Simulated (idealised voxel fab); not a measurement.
The following process module bears the name voxel ribs on slabs.
Square cell edge 5 nm, section width 200 nm, ID cut.
Heads up, the way a cross-section reads in here is a grid of square cells, handed over as bands from the top down, with every band being one or more rows of cells. First you get the band's top height and its bottom height, in nm, and then the materials it's made of, left to right, with each width in nm. If you see a single material with "throughout", that one covers the band edge to edge. "empty" is empty space. Height 0 is the level under which the wafer as received is all one material. The lowest band goes on downwards, as in "0..down". Width spec "30..40" -> top row of cells at first value, bottom row at second value, equal per-row change in between. Reading "no change" for a step: not a cell of the cross-section changed in it. "Internal closed voids" lists enclosed empty spaces (at least 8 cells, no open path upward to the top), each as width x height at distance from the left edge, in nm. On a step's line, text after the settings is the simulator commenting on that step. A step's line can hold "overlay nm"; with a mask on that step, the setting says how far right of the planned place the mask lay, while a negative setting says it lay to the left.

# The steps planned for the process are as follows
1: op RECEIVE | material Si
2: op DIRECTIONAL_DEP | material SiO2 | thk nm 30
3: op DIRECTIONAL_DEP | material polySi | thk nm 15
4: op PATTERN | tone cover | mask id RIB | material resist | width nm 30 | thk nm 20 | overlay nm 0
5: op DIRECTIONAL_ETCH | etch materials polySi | depth nm 10
6: op STRIP | etch materials resist
7: op MASKED_ETCH | tone cover | mask id SLAB | width nm 80 | etch materials polySi | depth nm 5 | overlay nm 0
8: op FILL_DEP | material SiO2 | thk nm 30
9: op CMP | height nm 65
10: op DIRECTIONAL_DEP | material TiN | thk nm 10
11: op DIRECTIONAL_DEP | material aC | thk nm 15
12: op PATTERN | tone cover | mask id HEATER | material resist | width nm 40 | thk nm 30 | overlay nm 0
13: op DIRECTIONAL_ETCH | etch materials aC | depth nm 15
14: op STRIP | etch materials resist
15: op DIRECTIONAL_ETCH | etch materials TiN | depth nm 10
16: op STRIP | etch materials aC
17: op CONFORMAL_DEP | material SiO2 | thk nm 10

# First wafer of two (run as planned)

# Cross-section of the wafer at receipt, which is the condition after step 1
	0..down | Si throughout
	Internal closed voids: none

# after step 2
	30..0 | SiO2 throughout
	Below 0, the layers are the same as they were.

# after step 3
	45..30 | polySi throughout
	Below 30, the layers are the same as they were.

# after step 4
	65..45 | empty 85  resist 30  empty 85
	Below 45, the layers are the same as they were.

# after step 5
	65..45 | empty 85  resist 30  empty 85
	45..35 | empty 85  polySi 30  empty 85
	Below 35, the layers are the same as they were.

# after step 6
	45..35 | empty 85  polySi 30  empty 85
	Below 35, the layers are the same as they were.

# after step 7
	45..35 | empty 85  polySi 30  empty 85
	35..30 | empty 60  polySi 80  empty 60
	Below 30, the layers are the same as they were.

# after step 8
	75..45 | SiO2 throughout
	45..35 | SiO2 85  polySi 30  SiO2 85
	35..30 | SiO2 60  polySi 80  SiO2 60
	Below 30, the layers are the same as they were.

# after step 9
	65..45 | SiO2 throughout
	Below 45, the layers are the same as they were.

# after step 10
	75..65 | TiN throughout
	Below 65, the layers are the same as they were.

# after step 11
	90..75 | aC throughout
	Below 75, the layers are the same as they were.

# after step 12
	120..90 | empty 80  resist 40  empty 80
	Below 90, the layers are the same as they were.

# after step 13
	105..90 | empty 80  resist 40  empty 80
	90..75 | empty 80  aC 40  empty 80
	Below 75, the layers are the same as they were.

# after step 14
	90..75 | empty 80  aC 40  empty 80
	Below 75, the layers are the same as they were.

# after step 15
	90..75 | empty 80  aC 40  empty 80
	75..65 | empty 80  TiN 40  empty 80
	Below 65, the layers are the same as they were.

# after step 16
	75..65 | empty 80  TiN 40  empty 80
	Below 65, the layers are the same as they were.

# after step 17
	85..75 | empty 70  SiO2 60  empty 70
	75..65 | SiO2 80  TiN 40  SiO2 80
	Below 65, the layers are the same as they were.

# It is to be noted that the second wafer proceeded from the same initial state and according to the same plan as the first, although one mistake was committed in its execution; through step 11, inclusive, the two wafers share an identical history

# Look at the second wafer in cross-section at the time step 12 ought to have finished
	120..90 | empty 75  resist 50  empty 75
	Below 90, the layers are the same as they were.

# Look at the second wafer in cross-section at the time step 13 ought to have finished
	105..90 | empty 75  resist 50  empty 75
	90..75 | empty 75  aC 50  empty 75
	Below 75, the layers are the same as they were.

# Look at the second wafer in cross-section at the time step 14 ought to have finished
	90..75 | empty 75  aC 50  empty 75
	Below 75, the layers are the same as they were.

# Look at the second wafer in cross-section at the time step 15 ought to have finished
	90..75 | empty 75  aC 50  empty 75
	75..65 | empty 75  TiN 50  empty 75
	Below 65, the layers are the same as they were.

# Look at the second wafer in cross-section at the time step 16 ought to have finished
	75..65 | empty 75  TiN 50  empty 75
	Below 65, the layers are the same as they were.

# Look at the second wafer in cross-section at the time step 17 ought to have finished
	85..75 | empty 65  SiO2 70  empty 65
	75..65 | SiO2 75  TiN 50  SiO2 75
	Below 65, the layers are the same as they were.
Deviation from plan: step 12 changed vs plan, executed as op PATTERN | tone cover | mask id HEATER | material resist | width nm 50 | thk nm 30 | overlay nm 0
Wafer comparison, final, in cells, second relative to first, materials more or fewer: TiN +4
